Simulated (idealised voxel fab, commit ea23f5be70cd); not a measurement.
process module | voxel ribs on slabs
cross-section cut | 150 nm wide | cells 5 nm
A cross-section is a grid of square cells, given in bands from the top down. A band is one or more rows of cells.
Each band's line starts with the height of the band's top and of its bottom, in nm. Then come its materials from left to right, each with its width in nm. One material with "throughout" fills the band from edge to edge. "air" is empty space.
Height 0 is the level under which the wafer as received is all one material. The lowest band goes on downwards, as in "0 down".
A width such as "30 to 40" changes by the same amount from each row of cells to the next, from the band's top row to its bottom row.
"no change" after a step means that no cell of the cross-section changed.
closed voids: empty space of 8 cells or more with no open way to the top, each as width x height at its distance from the left edge, in nm
after a step's settings: what the simulator itself notes on the step
overlay nm, on a step with a mask: how far to the right of its planned place the mask lay; to the left if negative
plan
1 op RECEIVE | material Si
2 op DIRECTIONAL_DEP | material SiO2 | thk nm 25
3 op DIRECTIONAL_DEP | material SiN | thk nm 15
4 op PATTERN | tone cover | mask id RIB | material resist | width nm 15 | thk nm 15 | overlay nm 0
5 op DIRECTIONAL_ETCH | etch materials SiN | depth nm 10
6 op STRIP | etch materials resist
7 op MASKED_ETCH | tone cover | mask id SLAB | width nm 55 | etch materials SiN | depth nm 5 | overlay nm 0
8 op FILL_DEP | material SiO2 | thk nm 15
9 op CMP | height nm 50
10 op DIRECTIONAL_DEP | material TiN | thk nm 5
11 op PATTERN | tone cover | mask id HEATER | material resist | width nm 25 | thk nm 20 | overlay nm 0
12 op DIRECTIONAL_ETCH | etch materials TiN | depth nm 5
13 op STRIP | etch materials resist
14 op CONFORMAL_DEP | material SiN | thk nm 5
as received, after step 1
  0 down: Si throughout
  closed voids: none
a wafer at the end: this start, this plan, one mistake
  60 to 55: air 55 | SiN 35 | air 60
  55 to 50: SiN 60 | TiN 25 | SiN 65
  50 to 40: SiO2 throughout
  40 to 35: SiO2 45 | SiN 20 | SiO2 15 | SiN 20 | SiO2 50
  35 to 30: SiN 65 | SiO2 15 | SiN 70
  30 to 25: SiN throughout
  25 to 0: SiO2 throughout
  0 down: Si throughout
  closed voids: none
what went wrong: step 4 ran as: op PATTERN | tone open | mask id RIB | material resist | width nm 15 | thk nm 15 | overlay nm 0
